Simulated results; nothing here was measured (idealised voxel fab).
The following is a process module called voxel air gaps.
Shown is cross-section cut, with a width of 260 nm and square cells of size 5 nm.
Cross-section layout: square cells on a grid; listed as bands, top to bottom; a band spans one or more cell rows. First you get the band's top height and its bottom height, in nm, and then the materials it's made of, left to right, with each width in nm. If you see a single material with "full width", that one covers the band edge to edge. "air" is empty space. It should be noted that heights are counted from 0, beneath which the wafer as supplied is of one material throughout, and that the lowest band possesses no lower boundary but continues downward, as written in "0 down". The expression "30..40" gives the width at the extremes of the band, the first number at its top row of cells and the second at its bottom row, with the width changing by equal amounts from each row to the next in between. You'll sometimes find "left unchanged" written for a step, and that's the way of saying that nowhere in the cross-section did a cell change during that step. "Enclosed internal voids" specifies each empty space that is not open to the top and that occupies no fewer than 8 cells, using the form width x height at distance, the distance measured from the left edge and all three quantities in nm. On a step's line, text after the settings is the simulator commenting on that step. overlay nm: for a step with a mask, the amount by which the mask lay right of where it was planned; a negative amount means left of it.

Plan:
1,RECEIVE: material Si
2,CONFORMAL_DEP: material SiO2, thk nm 15
3,CONFORMAL_DEP: material SiCN, thk nm 5
4,DIRECTIONAL_DEP: material lowk, thk nm 35
5,DIRECTIONAL_DEP: material aC, thk nm 15
6,PATTERN: tone open, mask id LINES, material resist, width nm 15, pitch nm 50, thk nm 35, overlay nm 0
7,DIRECTIONAL_ETCH: etch materials aC, depth nm 15
8,STRIP: etch materials resist
9,DIRECTIONAL_ETCH: etch materials lowk, depth nm 35
10,STRIP: etch materials aC
11,CONFORMAL_DEP: material TiN, thk nm 5
12,FILL_DEP: material Cu, thk nm 5
13,CMP: height nm 55
14,EPI: material Ru, thk nm 10
15,SELECTIVE_ETCH: etch materials lowk, depth nm 45
16,CONFORMAL_DEP: material SiCN, thk nm 5
Be aware that, although all wafers share a common starting state, the width nm at step 6 differs among them, and the plan displays the first wafer's value.

The first of several wafers in cross-section, exactly as it reached us after step 1:
- 0 down | Si full width
- Enclosed internal voids: none

Rows = wafers. At module end, each row lists per material the cells gained (+) or lost (-) since the wafer was received, then the closed voids:
width nm 15; +24 Cu; +56 Ru; +208 SiCN; +156 SiO2; +60 TiN; Enclosed internal voids: none
width nm 20; +48 Cu; +64 Ru; +208 SiCN; +156 SiO2; +64 TiN; Enclosed internal voids: 20 x 25 at 70; 20 x 25 at 120; 20 x 25 at 170
width nm 25; +72 Cu; +72 Ru; +196 SiCN; +156 SiO2; +68 TiN; Enclosed internal voids: 15 x 25 at 70; 15 x 25 at 120; 15 x 25 at 170
width nm 30; +96 Cu; +80 Ru; +130 SiCN; +156 SiO2; +72 TiN; +84 lowk; Enclosed internal voids: none
width nm 35; +120 Cu; +82 Ru; +130 SiCN; +156 SiO2; +76 TiN; +63 lowk; Enclosed internal voids: none
